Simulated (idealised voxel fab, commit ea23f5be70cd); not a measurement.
Process module, titled voxel gate over fins
Section cut is 225 nm wide and gridded with 5 nm square cells.
Each cross-section below is a grid of square cells, stated as bands in top-down order, with one or more rows of cells making up each band. Each band's line starts with the height of the band's top and of its bottom, in nm. Then come its materials from left to right, each with its width in nm. One material with "edge to edge" fills the band from edge to edge. "air" is empty space. All heights in this document are referenced to 0, defined as the level beneath which the wafer, as received, consists entirely of one material. The lowest band is not bounded below; it extends indefinitely downward and is written in the form "0..down". A two-number width, for instance "30->40", indicates that the width is equal to the first number in the top row of the band and to the second number in the bottom row, and that it changes by a constant amount per row of cells. Basically "remained unchanged" means that step didn't change any cell in the cross-section. If an empty space has no open way to the top and is at least 8 cells in size, "Closed void inventory" lists it, written width x height at distance, where distance is measured from the left edge and every value is in nm. On each step's line, the part that comes after the settings is the simulator's own comment on the step. On any step carrying a mask, the "overlay nm" setting, if present on the step's line, tells how far right of its planned place the mask lay; negative values point to the left.

THE STEPS PLANNED FOR THE PROCESS ARE AS FOLLOWS
- 1: RECEIVE (material Si)
- 2: CONFORMAL_DEP (material SiN; thk nm 5)
- 3: DIRECTIONAL_DEP (material aC; thk nm 15)
- 4: PATTERN (tone cover; mask id FINS; material resist; width nm 15; pitch nm 40; thk nm 35; overlay nm 0)
- 5: DIRECTIONAL_ETCH (etch materials aC; depth nm 15)
- 6: STRIP (etch materials resist)
- 7: DIRECTIONAL_ETCH (etch materials SiN; depth nm 5)
- 8: DIRECTIONAL_ETCH (etch materials Si; depth nm 35)
- 9: STRIP (etch materials aC)
- 10: OXIDIZE (depth nm 5)
- 11: FILL_DEP (material SiO2; thk nm 15)
- 12: CMP (height nm 5)
- 13: SELECTIVE_ETCH (etch materials SiO2; depth nm 15)
- 14: STRIP (etch materials SiN)
- 15: CONFORMAL_DEP (material HfO2; thk nm 5)
- 16: CONFORMAL_DEP (material TiN; thk nm 5)
- 17: CONFORMAL_DEP (material TiAl; thk nm 5)
- 18: CONFORMAL_DEP (material TiN; thk nm 5)
- 19: FILL_DEP (material W; thk nm 10)
- 20: CMP (height nm 25)
- 21: CONFORMAL_DEP (material SiCN; thk nm 5)

SO THIS IS THE INCOMING WAFER IN CROSS-SECTION - IT'S ALREADY BEEN THROUGH STEP 1
    0..down | Si edge to edge
    Closed void inventory: none

CROSS-SECTION, END OF MODULE. START: AS ABOVE. PLAN: AS ABOVE. EXECUTION: ONE MISTAKE
    30..25 | SiCN edge to edge
    25..20 | W edge to edge
    20..15 | W=30, TiN=165, W=30
    15..10 | W=30, TiN=5, TiAl=35, TiN=5, TiAl=35, TiN=5, TiAl=35, TiN=5, TiAl=35, TiN=5, W=30
    10..5 | W=30, TiN=5, TiAl=5, TiN=25, TiAl=5, TiN=5, TiAl=5, TiN=25, TiAl=5, TiN=5, TiAl=5, TiN=25, TiAl=5, TiN=5, TiAl=5, TiN=25, TiAl=5, TiN=5, W=30
    5..0 | W=30, TiN=5, TiAl=5, TiN=5, HfO2=15, TiN=5, TiAl=5, TiN=5, TiAl=5, TiN=5, HfO2=15, TiN=5, TiAl=5, TiN=5, TiAl=5, TiN=5, HfO2=15, TiN=5, TiAl=5, TiN=5, TiAl=5, TiN=5, HfO2=15, TiN=5, TiAl=5, TiN=5, W=30
    0..-5 | TiN=35, TiAl=5, TiN=5, HfO2=5, Si=5, HfO2=5, TiN=5, TiAl=5, TiN=5, TiAl=5, TiN=5, HfO2=5, Si=5, HfO2=5, TiN=5, TiAl=5, TiN=5, TiAl=5, TiN=5, HfO2=5, Si=5, HfO2=5, TiN=5, TiAl=5, TiN=5, TiAl=5, TiN=5, HfO2=5, Si=5, HfO2=5, TiN=5, TiAl=5, TiN=35
    -5..-10 | TiAl=40, TiN=5, HfO2=5, Si=5, HfO2=5, TiN=5, TiAl=15, TiN=5, HfO2=5, Si=5, HfO2=5, TiN=5, TiAl=15, TiN=5, HfO2=5, Si=5, HfO2=5, TiN=5, TiAl=15, TiN=5, HfO2=5, Si=5, HfO2=5, TiN=5, TiAl=40
    -10..-15 | TiN=45, HfO2=5, Si=5, HfO2=5, TiN=25, HfO2=5, Si=5, HfO2=5, TiN=25, HfO2=5, Si=5, HfO2=5, TiN=25, HfO2=5, Si=5, HfO2=5, TiN=45
    -15..-20 | HfO2=50, Si=5, HfO2=35, Si=5, HfO2=35, Si=5, HfO2=35, Si=5, HfO2=50
    -20..-40 | SiO2=50, Si=5, SiO2=35, Si=5, SiO2=35, Si=5, SiO2=35, Si=5, SiO2=50
    -40..down | Si edge to edge
    Closed void inventory: none
Against the plan, the run slipped here: rather than as planned, step 13 actually ran as SELECTIVE_ETCH (etch materials SiO2; depth nm 25)
